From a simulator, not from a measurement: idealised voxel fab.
The process module that follows is named voxel tone inversion.
The width of the displayed cross-section, cut, is 160 nm; its cells are square, with a size of 5 nm.
Cross-section = grid of square cells, listed top down in bands; band = one or more rows. Band: top and bottom heights (nm) first, top before bottom; then materials from left to right, widths in nm. "everywhere" marks a sole material filling the band edge to edge. "empty" denotes empty space. The level at which height equals 0 is the one under which the wafer, as it arrives, is entirely one material. No lower edge exists for the bottom band, which continues downward and is notated as in "z 0 and below". Note: "30 to 40" means the width goes from the first number (top row of the band) to the second number (bottom row) in equal steps per row of cells. Step marked "same as before"? Then no cell in the cross-section changed in it. Listed in "Catalogued sealed voids": every empty space of 8 or more cells without an open way to the top. Form: width x height at distance, the distance being from the left edge, all in nm. On a step's line, text after the settings is the simulator commenting on that step. When a step includes a mask, the "overlay nm" setting on its line states how far to the right of its planned place that mask lay, and negative values state how far to the left.

### Process steps - plan
1: RECEIVE, material Si
2: CONFORMAL_DEP, material SiN, thk nm 10
3: DIRECTIONAL_DEP, material aC, thk nm 15
4: PATTERN, tone cover, mask id POSTS, material resist, width nm 15, pitch nm 40, thk nm 20, overlay nm 0
5: DIRECTIONAL_ETCH, etch materials aC, depth nm 15
6: STRIP, etch materials resist
7: FILL_DEP, material SiO2, thk nm 5
8: CMP, height nm 25
9: STRIP, etch materials aC
Across this set of wafers, the varied parameter is the depth nm of step 5. Starting conditions are identical for every wafer, and the plan reports the value assigned to the first wafer.

### The first of several wafers, as received after step 1, seen in section
* z 0 and below | Si everywhere
* Catalogued sealed voids: none

### Below, a row for every wafer. Read it as the end-of-module picture: for each material the wafer shows its cells gained (+) or lost (-) since it was received, and then its closed voids
depth nm 15 | +64 SiN | +69 SiO2 | Catalogued sealed voids: none
depth nm 20 | +64 SiN | +69 SiO2 | Catalogued sealed voids: none
depth nm 25 | +64 SiN | +78 SiO2 | +18 aC | Catalogued sealed voids: none
